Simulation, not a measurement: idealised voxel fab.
Process module, titled voxel quadruple lines
This is section cut - it's 265 nm across, gridded in 5 nm square cells.
In what follows, cross-sections appear as grids of square cells, described through bands that run from the top down, where every band is one or more rows of cells. For a band, the entry starts with two heights in nm, that of the top and then that of the bottom, and carries on with the band's materials in order from left to right, each alongside its width in nm; the word "throughout" beside a single material means it fills the band edge to edge, and "blank" means empty space. For the purposes of this specification, 0 denotes the height below which the wafer in its as-received condition is composed wholly of one material, and the lowermost band, lacking a lower limit, extends downward without end, as expressed in "0 -> down". The two numbers in a width such as "30 to 40" mark its ends across the band: the first belongs to the top row of cells, the second to the bottom row, and from each row to the next the width moves by the same amount. You'll sometimes find "same as before" written for a step, and that's the way of saying that nowhere in the cross-section did a cell change during that step. Under "Fully enclosed voids" you'll find the enclosed gaps, the ones with no way out to the top, that are 8 cells or bigger; each reads width x height at distance, with distance counted from the left edge, everything in nm. Past the settings on a step's line: simulator remark, on that step. "overlay nm" denotes, for a step that has a mask, the displacement of the mask to the right of its planned place, with negative values corresponding to the left.
## List of planned process steps
1) RECEIVE with material Si
2) CONFORMAL_DEP with material SiO2, thk nm 10
3) DIRECTIONAL_DEP with material Ru, thk nm 15
4) DIRECTIONAL_DEP with material polySi, thk nm 20
5) DIRECTIONAL_DEP with material aC, thk nm 25
6) PATTERN with tone cover, mask id MANDREL, material resist, width nm 25, thk nm 35, overlay nm 0
7) DIRECTIONAL_ETCH with etch materials aC, depth nm 25
8) STRIP with etch materials resist
9) CONFORMAL_DEP with material SiO2, thk nm 15
10) DIRECTIONAL_ETCH with etch materials SiO2, depth nm 15
11) STRIP with etch materials aC
12) DIRECTIONAL_ETCH with etch materials polySi, depth nm 20
13) STRIP with etch materials SiO2
14) CONFORMAL_DEP with material SiN, thk nm 5
15) DIRECTIONAL_ETCH with etch materials SiN, depth nm 5
16) STRIP with etch materials polySi
17) DIRECTIONAL_ETCH with etch materials Ru, depth nm 15
18) STRIP with etch materials SiN
## first wafer, as planned
## Step 1 complete: cross-section of the wafer as received
    0 -> down: Si throughout
    Fully enclosed voids: none
## You're looking at a cross-section of the wafer after step 2
    10 -> 0: SiO2 throughout
    For the remainder of the cross-section, below 0, there is no change.
## You're looking at a cross-section of the wafer after step 3
    25 -> 10: Ru throughout
    For the remainder of the cross-section, below 10, there is no change.
## You're looking at a cross-section of the wafer after step 4
    45 -> 25: polySi throughout
    For the remainder of the cross-section, below 25, there is no change.
## You're looking at a cross-section of the wafer after step 5
    70 -> 45: aC throughout
    For the remainder of the cross-section, below 45, there is no change.
## You're looking at a cross-section of the wafer after step 6
    105 -> 70: blank 120 nm / resist 25 nm / blank 120 nm
    For the remainder of the cross-section, below 70, there is no change.
## You're looking at a cross-section of the wafer after step 7
    80 -> 70: blank 120 nm / resist 25 nm / blank 120 nm
    70 -> 45: blank 120 nm / aC 25 nm / blank 120 nm
    For the remainder of the cross-section, below 45, there is no change.
## You're looking at a cross-section of the wafer after step 8
    70 -> 45: blank 120 nm / aC 25 nm / blank 120 nm
    For the remainder of the cross-section, below 45, there is no change.
## You're looking at a cross-section of the wafer after step 9
    85 -> 70: blank 105 nm / SiO2 55 nm / blank 105 nm
    70 -> 60: blank 105 nm / SiO2 15 nm / aC 25 nm / SiO2 15 nm / blank 105 nm
    60 -> 45: SiO2 120 nm / aC 25 nm / SiO2 120 nm
    For the remainder of the cross-section, below 45, there is no change.
## You're looking at a cross-section of the wafer after step 10
    70 -> 45: blank 105 nm / SiO2 15 nm / aC 25 nm / SiO2 15 nm / blank 105 nm
    For the remainder of the cross-section, below 45, there is no change.
## You're looking at a cross-section of the wafer after step 11
    70 -> 45: blank 105 nm / SiO2 15 nm / blank 25 nm / SiO2 15 nm / blank 105 nm
    For the remainder of the cross-section, below 45, there is no change.
## You're looking at a cross-section of the wafer after step 12
    70 -> 45: blank 105 nm / SiO2 15 nm / blank 25 nm / SiO2 15 nm / blank 105 nm
    45 -> 25: blank 105 nm / polySi 15 nm / blank 25 nm / polySi 15 nm / blank 105 nm
    For the remainder of the cross-section, below 25, there is no change.
## You're looking at a cross-section of the wafer after step 13
    45 -> 25: blank 105 nm / polySi 15 nm / blank 25 nm / polySi 15 nm / blank 105 nm
    For the remainder of the cross-section, below 25, there is no change.
## You're looking at a cross-section of the wafer after step 14
    50 -> 45: blank 100 nm / SiN 25 nm / blank 15 nm / SiN 25 nm / blank 100 nm
    45 -> 30: blank 100 nm / SiN 5 nm / polySi 15 nm / SiN 5 nm / blank 15 nm / SiN 5 nm / polySi 15 nm / SiN 5 nm / blank 100 nm
    30 -> 25: SiN 105 nm / polySi 15 nm / SiN 25 nm / polySi 15 nm / SiN 105 nm
    For the remainder of the cross-section, below 25, there is no change.
## You're looking at a cross-section of the wafer after step 15
    45 -> 25: blank 100 nm / SiN 5 nm / polySi 15 nm / SiN 5 nm / blank 15 nm / SiN 5 nm / polySi 15 nm / SiN 5 nm / blank 100 nm
    For the remainder of the cross-section, below 25, there is no change.
## You're looking at a cross-section of the wafer after step 16
    45 -> 25: blank 100 nm / SiN 5 nm / blank 15 nm / SiN 5 nm / blank 15 nm / SiN 5 nm / blank 15 nm / SiN 5 nm / blank 100 nm
    For the remainder of the cross-section, below 25, there is no change.
## You're looking at a cross-section of the wafer after step 17
    45 -> 25: blank 100 nm / SiN 5 nm / blank 15 nm / SiN 5 nm / blank 15 nm / SiN 5 nm / blank 15 nm / SiN 5 nm / blank 100 nm
    25 -> 10: blank 100 nm / Ru 5 nm / blank 15 nm / Ru 5 nm / blank 15 nm / Ru 5 nm / blank 15 nm / Ru 5 nm / blank 100 nm
    For the remainder of the cross-section, below 10, there is no change.
## You're looking at a cross-section of the wafer after step 18
    25 -> 10: blank 100 nm / Ru 5 nm / blank 15 nm / Ru 5 nm / blank 15 nm / Ru 5 nm / blank 15 nm / Ru 5 nm / blank 100 nm
    For the remainder of the cross-section, below 10, there is no change.
## The second wafer was prepared from the same starting point and under the same plan as the first; its processing contained one mistake, and it remains indistinguishable from the first wafer up to and including step 1
## Cross-section of the second wafer corresponding to the planned conclusion of step 2
    10 -> 0: aC throughout
    For the remainder of the cross-section, below 0, there is no change.
## Cross-section of the second wafer corresponding to the planned conclusion of step 3
    25 -> 10: Ru throughout
    For the remainder of the cross-section, below 10, there is no change.
## Cross-section of the second wafer corresponding to the planned conclusion of step 4
    45 -> 25: polySi throughout
    For the remainder of the cross-section, below 25, there is no change.
## Cross-section of the second wafer corresponding to the planned conclusion of step 5
    70 -> 45: aC throughout
    For the remainder of the cross-section, below 45, there is no change.
## Cross-section of the second wafer corresponding to the planned conclusion of step 6
    105 -> 70: blank 120 nm / resist 25 nm / blank 120 nm
    For the remainder of the cross-section, below 70, there is no change.
## Cross-section of the second wafer corresponding to the planned conclusion of step 7
    80 -> 70: blank 120 nm / resist 25 nm / blank 120 nm
    70 -> 45: blank 120 nm / aC 25 nm / blank 120 nm
    For the remainder of the cross-section, below 45, there is no change.
## Cross-section of the second wafer corresponding to the planned conclusion of step 8
    70 -> 45: blank 120 nm / aC 25 nm / blank 120 nm
    For the remainder of the cross-section, below 45, there is no change.
## Cross-section of the second wafer corresponding to the planned conclusion of step 9
    85 -> 70: blank 105 nm / SiO2 55 nm / blank 105 nm
    70 -> 60: blank 105 nm / SiO2 15 nm / aC 25 nm / SiO2 15 nm / blank 105 nm
    60 -> 45: SiO2 120 nm / aC 25 nm / SiO2 120 nm
    For the remainder of the cross-section, below 45, there is no change.
## Cross-section of the second wafer corresponding to the planned conclusion of step 10
    70 -> 45: blank 105 nm / SiO2 15 nm / aC 25 nm / SiO2 15 nm / blank 105 nm
    For the remainder of the cross-section, below 45, there is no change.
## Cross-section of the second wafer corresponding to the planned conclusion of step 11
    70 -> 45: blank 105 nm / SiO2 15 nm / blank 25 nm / SiO2 15 nm / blank 105 nm
    For the remainder of the cross-section, below 45, there is no change.
## Cross-section of the second wafer corresponding to the planned conclusion of step 12
    70 -> 45: blank 105 nm / SiO2 15 nm / blank 25 nm / SiO2 15 nm / blank 105 nm
    45 -> 25: blank 105 nm / polySi 15 nm / blank 25 nm / polySi 15 nm / blank 105 nm
    For the remainder of the cross-section, below 25, there is no change.
## Cross-section of the second wafer corresponding to the planned conclusion of step 13
    45 -> 25: blank 105 nm / polySi 15 nm / blank 25 nm / polySi 15 nm / blank 105 nm
    For the remainder of the cross-section, below 25, there is no change.
## Cross-section of the second wafer corresponding to the planned conclusion of step 14
    50 -> 45: blank 100 nm / SiN 25 nm / blank 15 nm / SiN 25 nm / blank 100 nm
    45 -> 30: blank 100 nm / SiN 5 nm / polySi 15 nm / SiN 5 nm / blank 15 nm / SiN 5 nm / polySi 15 nm / SiN 5 nm / blank 100 nm
    30 -> 25: SiN 105 nm / polySi 15 nm / SiN 25 nm / polySi 15 nm / SiN 105 nm
    For the remainder of the cross-section, below 25, there is no change.
## Cross-section of the second wafer corresponding to the planned conclusion of step 15
    45 -> 25: blank 100 nm / SiN 5 nm / polySi 15 nm / SiN 5 nm / blank 15 nm / SiN 5 nm / polySi 15 nm / SiN 5 nm / blank 100 nm
    For the remainder of the cross-section, below 25, there is no change.
## Cross-section of the second wafer corresponding to the planned conclusion of step 16
    45 -> 25: blank 100 nm / SiN 5 nm / blank 15 nm / SiN 5 nm / blank 15 nm / SiN 5 nm / blank 15 nm / SiN 5 nm / blank 100 nm
    For the remainder of the cross-section, below 25, there is no change.
## Cross-section of the second wafer corresponding to the planned conclusion of step 17
    45 -> 25: blank 100 nm / SiN 5 nm / blank 15 nm / SiN 5 nm / blank 15 nm / SiN 5 nm / blank 15 nm / SiN 5 nm / blank 100 nm
    25 -> 10: blank 100 nm / Ru 5 nm / blank 15 nm / Ru 5 nm / blank 15 nm / Ru 5 nm / blank 15 nm / Ru 5 nm / blank 100 nm
    For the remainder of the cross-section, below 10, there is no change.
## Cross-section of the second wafer corresponding to the planned conclusion of step 18
    25 -> 10: blank 100 nm / Ru 5 nm / blank 15 nm / Ru 5 nm / blank 15 nm / Ru 5 nm / blank 15 nm / Ru 5 nm / blank 100 nm
    For the remainder of the cross-section, below 10, there is no change.
what went wrong: step 2 deviated from plan and actually ran as CONFORMAL_DEP with material aC, thk nm 10
FYI, end of process, the second wafer has more or fewer cells of some materials than the first: SiO2 -106; aC +106
